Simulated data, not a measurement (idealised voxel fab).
This section sets out a process module, namely voxel ribs on slabs.
Cross-sectional view cut (width: 290 nm; square cell size: 5 nm).
Square cells in a grid make up a cross-section in this document, and the grid is given as bands, listed from the top down, each one or more rows of cells. A band entry consists of two parts. The first gives the height of the band's top and the height of its bottom, in nm. The rest lists the band's materials from left to right, each with its width in nm. A single material labelled with the word "all across" fills the band from edge to edge, and the word "blank" marks empty space. The level at which height equals 0 is the one under which the wafer, as it arrives, is entirely one material. No lower edge exists for the bottom band, which continues downward and is notated as in "top 0, no bottom". Width spec "30..40" -> top row of cells at first value, bottom row at second value, equal per-row change in between. Given "remained unchanged" for a step, no cell of the cross-section differs between before and after that step. Voids not open to the top, 8 cells minimum: see "Closed void list". Written width x height at distance; distance is from the left edge; nm. Anything after a step's settings on that line? It's the simulator's own note about the step. overlay nm, on a step with a mask: how far to the right of its planned place the mask lay; to the left if negative.

-- So here's the lineup of process steps we planned
step 1: RECEIVE | material Si
step 2: DIRECTIONAL_DEP | material SiO2 | thk nm 30
step 3: DIRECTIONAL_DEP | material SiN | thk nm 15
step 4: DIRECTIONAL_DEP | material aC | thk nm 15
step 5: PATTERN | tone cover | mask id RIB | material resist | width nm 15 | thk nm 35 | overlay nm 0
step 6: DIRECTIONAL_ETCH | etch materials aC | depth nm 15
step 7: STRIP | etch materials resist
step 8: DIRECTIONAL_ETCH | etch materials SiN | depth nm 10
step 9: STRIP | etch materials aC
step 10: DIRECTIONAL_DEP | material aC | thk nm 10
step 11: PATTERN | tone cover | mask id SLAB | material resist | width nm 65 | thk nm 30 | overlay nm 0
step 12: DIRECTIONAL_ETCH | etch materials aC | depth nm 10
step 13: STRIP | etch materials resist
step 14: DIRECTIONAL_ETCH | etch materials SiN | depth nm 5
step 15: STRIP | etch materials aC
step 16: FILL_DEP | material SiO2 | thk nm 25
step 17: CMP | height nm 65
step 18: DIRECTIONAL_DEP | material TiN | thk nm 10
step 19: MASKED_ETCH | tone cover | mask id HEATER | width nm 25 | etch materials TiN | depth nm 10 | overlay nm 0
step 20: CONFORMAL_DEP | material SiO2 | thk nm 5
Wafer-to-wafer difference: width nm, step 5. Common start. Plan = first wafer's value.

-- Cut through the first of several wafers as received, post step 1
    top 0, no bottom  Si all across
    Closed void list: none

-- Row per wafer, end-of-module: cell gain (+)/loss (-) by material since the wafer came in, then closed voids
width nm 15 | +19 SiN | +797 SiO2 | +10 TiN | Closed void list: none
width nm 20 | +21 SiN | +795 SiO2 | +10 TiN | Closed void list: none
width nm 25 | +23 SiN | +793 SiO2 | +10 TiN | Closed void list: none
width nm 30 | +25 SiN | +791 SiO2 | +10 TiN | Closed void list: none
